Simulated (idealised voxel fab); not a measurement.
You're looking at the process module voxel capacitor over wiring.
FYI the section here is cut, 170 nm wide, cells are 5 nm squares.
Reading order for cross-sections: top band down to bottom band. Underlying form: a grid of square cells. Band size: one or more rows of cells. Each band's line starts with the height of the band's top and of its bottom, in nm. Then come its materials from left to right, each with its width in nm. One material with "throughout" fills the band from edge to edge. "empty" is empty space. Height 0 is the level under which the wafer as received is all one material. The lowest band goes on downwards, as in "0 and below". Read "30->40" as a graded width: first number on top, second number at the bottom, same change between each pair of neighbouring rows. Given "no modifications" for a step, no cell of the cross-section differs between before and after that step. Encapsulated voids: empty space of 8 cells or more with no open way to the top, each as width x height at its distance from the left edge, in nm. What comes after the settings on a step's line is commentary from the simulator itself on that step. overlay nm: step with mask; distance mask lay right of planned place; negative value = left of planned place.

This section lists the process steps that were planned
1,RECEIVE (material Si)
2,CONFORMAL_DEP (material SiO2; thk nm 10)
3,DIRECTIONAL_DEP (material TiN; thk nm 5)
4,DIRECTIONAL_DEP (material Ru; thk nm 15)
5,PATTERN (tone cover; mask id METAL_1; material resist; width nm 25; pitch nm 85; thk nm 15; overlay nm 0)
6,DIRECTIONAL_ETCH (etch materials Ru; depth nm 15)
7,DIRECTIONAL_ETCH (etch materials TiN; depth nm 5)
8,STRIP (etch materials resist)
9,FILL_DEP (material lowk; thk nm 10)
10,CMP (height nm 30)
11,CONFORMAL_DEP (material SiCN; thk nm 5)
12,DIRECTIONAL_DEP (material lowk; thk nm 10)
13,PATTERN (tone open; mask id PLUG_1; material resist; width nm 15; thk nm 15; overlay nm 0)
14,DIRECTIONAL_ETCH (etch materials lowk; depth nm 10)
15,DIRECTIONAL_ETCH (etch materials SiCN; depth nm 5)
16,STRIP (etch materials resist)
17,EPI (material Ru; thk nm 10)
18,EPI (material Ru; thk nm 5)
19,DIRECTIONAL_DEP (material TiN; thk nm 10)
20,DIRECTIONAL_DEP (material Al2O3; thk nm 5)
21,DIRECTIONAL_DEP (material TiN; thk nm 5)
22,MASKED_ETCH (tone cover; mask id UPPER_PLATE; width nm 65; etch materials TiN; depth nm 5; overlay nm 0)
23,MASKED_ETCH (tone cover; mask id UPPER_PLATE; width nm 65; etch materials Al2O3; depth nm 5; overlay nm 0)
24,DIRECTIONAL_DEP (material aC; thk nm 15)
25,PATTERN (tone cover; mask id LOWER_PLATE; material resist; width nm 75; thk nm 35; overlay nm 0)
26,DIRECTIONAL_ETCH (etch materials aC; depth nm 15)
27,STRIP (etch materials resist)
28,DIRECTIONAL_ETCH (etch materials TiN; depth nm 10)
29,STRIP (etch materials aC)
30,FILL_DEP (material SiO2; thk nm 20)
31,CMP (height nm 80)
32,DIRECTIONAL_DEP (material aC; thk nm 15)
33,PATTERN (tone open; mask id PLUG_2; material resist; width nm 15; thk nm 30; overlay nm 0)
34,DIRECTIONAL_ETCH (etch materials aC; depth nm 15)
35,STRIP (etch materials resist)
36,DIRECTIONAL_ETCH (etch materials SiO2; depth nm 15)
37,STRIP (etch materials aC)
38,CONFORMAL_DEP (material TiN; thk nm 5)
39,FILL_DEP (material Cu; thk nm 5)
40,CMP (height nm 80)
41,CONFORMAL_DEP (material SiN; thk nm 5)

Cross-section of the incoming wafer, state after step 1
> 0 and below | Si throughout
> Encapsulated voids: none

Cross-section, end of module. Start: as above. Plan: as above. Execution: one mistake
> 85 down to 80 | SiN throughout
> 80 down to 70 | 50 SiO2, then 5 TiN, then 5 Cu, then 5 TiN, then 105 SiO2
> 70 down to 60 | 50->40 SiO2, then 15->65 TiN, then 105->65 SiO2
> 60 down to 55 | 40 SiO2, then 65 Al2O3, then 65 SiO2
> 55 down to 45 | 35 SiO2, then 75 TiN, then 60 SiO2
> 45 down to 35 | 30 lowk, then 15 Ru, then 125 lowk
> 35 down to 30 | 30 SiCN, then 15 Ru, then 125 SiCN
> 30 down to 15 | 30 lowk, then 25 Ru, then 60 lowk, then 25 Ru, then 30 lowk
> 15 down to 10 | 30 lowk, then 25 TiN, then 60 lowk, then 25 TiN, then 30 lowk
> 10 down to 0 | SiO2 throughout
> 0 and below | Si throughout
> Encapsulated voids: none
It is concluded that the wafer was processed incorrectly with respect to the plan, in that step 13 was not run as planned; what actually ran was PATTERN (tone open; mask id PLUG_1; material resist; width nm 15; thk nm 15; overlay nm -10)
